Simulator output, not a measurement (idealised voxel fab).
process module | voxel released beams
cross-section cut | 205 nm wide | cells 5 nm
A cross-section is a grid of square cells, given in bands from the top down. A band is one or more rows of cells.
Each band's line starts with the height of the band's top and of its bottom, in nm. Then come its materials from left to right, each with its width in nm. One material with "throughout" fills the band from edge to edge. "air" is empty space.
Height 0 is the level under which the wafer as received is all one material. The lowest band goes on downwards, as in "0 down".
A width such as "30 to 40" changes by the same amount from each row of cells to the next, from the band's top row to its bottom row.
"no change" after a step means that no cell of the cross-section changed.
closed voids: empty space of 8 cells or more with no open way to the top, each as width x height at its distance from the left edge, in nm
after a step's settings: what the simulator itself notes on the step
overlay nm, on a step with a mask: how far to the right of its planned place the mask lay; to the left if negative
plan
1 op RECEIVE | material Si
2 op CONFORMAL_DEP | material Al2O3 | thk nm 10
3 op DIRECTIONAL_DEP | material SiO2 | thk nm 15
4 op DIRECTIONAL_DEP | material aC | thk nm 10
5 op PATTERN | tone open | mask id ANCHOR | material resist | width nm 30 | thk nm 30 | overlay nm 0
6 op DIRECTIONAL_ETCH | etch materials aC | depth nm 10
7 op STRIP | etch materials resist
8 op DIRECTIONAL_ETCH | etch materials SiO2 | depth nm 15
9 op STRIP | etch materials aC
10 op CONFORMAL_DEP | material SiN | thk nm 10
11 op PATTERN | tone cover | mask id BEAM | material resist | width nm 100 | thk nm 20 | overlay nm 0
12 op DIRECTIONAL_ETCH | etch materials SiN | depth nm 10
13 op STRIP | etch materials resist
14 op STRIP | etch materials SiO2
as received, after step 1
  0 down: Si throughout
  closed voids: none
first wafer at the end, as planned
  35 to 25: air 50 | SiN 15 | air 10 | SiN 75 | air 55
  25 to 20: air 55 | SiN 10 | air 10 | SiN 10 | air 120
  20 to 10: air 55 | SiN 30 | air 120
  10 to 0: Al2O3 throughout
  0 down: Si throughout
  closed voids: none
second wafer at the end: like start, like plan, one mistake
  0 down: Si throughout
  closed voids: none
what went wrong: step 2 ran as: op CONFORMAL_DEP | material SiO2 | thk nm 10
at the end the second wafer has, in cells: 82 fewer of Al2O3 | 52 fewer of SiN
